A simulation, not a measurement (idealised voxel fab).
The name of this process module is voxel fin reveal.
Shown is cross-section cut, with a width of 180 nm and square cells of size 5 nm.
Cross-section format: a grid of square cells, given as bands from top to bottom; each band is one or more rows of cells. Top height, bottom height, nm. Materials left to right, width each, nm. Single material + "edge to edge" = fills band edge to edge. "empty" = empty. Below 0: as-received wafer, all one material; heights counted from there. Lowest band: no bottom, goes on down, written "0 and below". It should be noted that a width expressed as "30->40" varies in equal increments from row to row of cells within the band, taking the value of the first number at the top row and that of the second number at the bottom row. "remains unaltered", as given for a step, is the statement that not any cell of the cross-section underwent a change during that step. Under "Completely sealed voids" you'll find the enclosed gaps, the ones with no way out to the top, that are 8 cells or bigger; each reads width x height at distance, with distance counted from the left edge, everything in nm. Heads up: the bit after the settings on a step's line is the simulator's remark on that step. The line of a step may include "overlay nm". On a step with a mask, this value is how far to the right of its planned place the mask lay. A negative value means the mask lay to the left.

PROCESS STEPS FORESEEN IN THE PLAN
1) RECEIVE,material Si
2) CONFORMAL_DEP,material SiN,thk nm 10
3) MASKED_ETCH,tone cover,mask id FINS,width nm 15,pitch nm 40,etch materials SiN,depth nm 10,overlay nm 0
4) MASKED_ETCH,tone cover,mask id FINS,width nm 15,pitch nm 40,etch materials Si,depth nm 35,overlay nm 0
5) OXIDIZE,depth nm 5
6) FILL_DEP,material SiO2,thk nm 5
7) CMP,height nm 10
8) SELECTIVE_ETCH,etch materials SiO2,depth nm 25
9) STRIP,etch materials SiN
10) CONFORMAL_DEP,material HfO2,thk nm 5
The wafers in this document start out alike and differ in the width nm applied at step 4; the plan shows the value used for the first wafer.

CROSS-SECTION OF THE FIRST INCOMING WAFER OF SEVERAL, STATE AFTER STEP 1
    0 and below = Si edge to edge
    Completely sealed voids: none

ONCE STEP 10, THE LAST STEP, IS COMPLETE, THE MODULE IS AT ITS END; THIS IS THE CROSS-SECTION OF THE FIRST OF SEVERAL WAFERS
    5 down to 0 = empty 60 nm  HfO2 15 nm  empty 25 nm  HfO2 15 nm  empty 65 nm
    0 down to -10 = empty 60 nm  HfO2 5 nm  Si 5 nm  HfO2 5 nm  empty 25 nm  HfO2 5 nm  Si 5 nm  HfO2 5 nm  empty 65 nm
    -10 down to -15 = HfO2 65 nm  Si 5 nm  HfO2 35 nm  Si 5 nm  HfO2 70 nm
    -15 down to -40 = SiO2 65 nm  Si 5 nm  SiO2 35 nm  Si 5 nm  SiO2 70 nm
    -40 and below = Si edge to edge
    Completely sealed voids: none

THE LAST WAFER AS SEEN IN CROSS-SECTION AT THE END OF THE MODULE
    5 down to 0 = empty 60 nm  HfO2 15 nm  empty 25 nm  HfO2 15 nm  empty 65 nm
    0 down to -10 = empty 55 nm  HfO2 10->5 nm  Si 5->15 nm  HfO2 10->5 nm  empty 15 nm  HfO2 10->5 nm  Si 5->15 nm  HfO2 10->5 nm  empty 60 nm
    -10 down to -15 = HfO2 60 nm  Si 15 nm  HfO2 25 nm  Si 15 nm  HfO2 65 nm
    -15 down to -40 = SiO2 60 nm  Si 15 nm  SiO2 25 nm  Si 15 nm  SiO2 65 nm
    -40 and below = Si edge to edge
    Completely sealed voids: none

BELOW IS A PER-WAFER TABLE. IN IT, EACH ROW DESCRIBES THE WAFER AT THE END OF THE MODULE BY GIVING, FOR EACH MATERIAL, THE NUMBER OF CELLS GAINED (+) OR LOST (-) SINCE THE WAFER WAS RECEIVED, AND AFTER THAT THE CLOSED VOIDS OF THE WAFER
width nm 15; +48 HfO2; -272 Si; +170 SiO2; Completely sealed voids: none
width nm 20; +48 HfO2; -258 Si; +160 SiO2; Completely sealed voids: none
width nm 25; +48 HfO2; -244 Si; +150 SiO2; Completely sealed voids: none
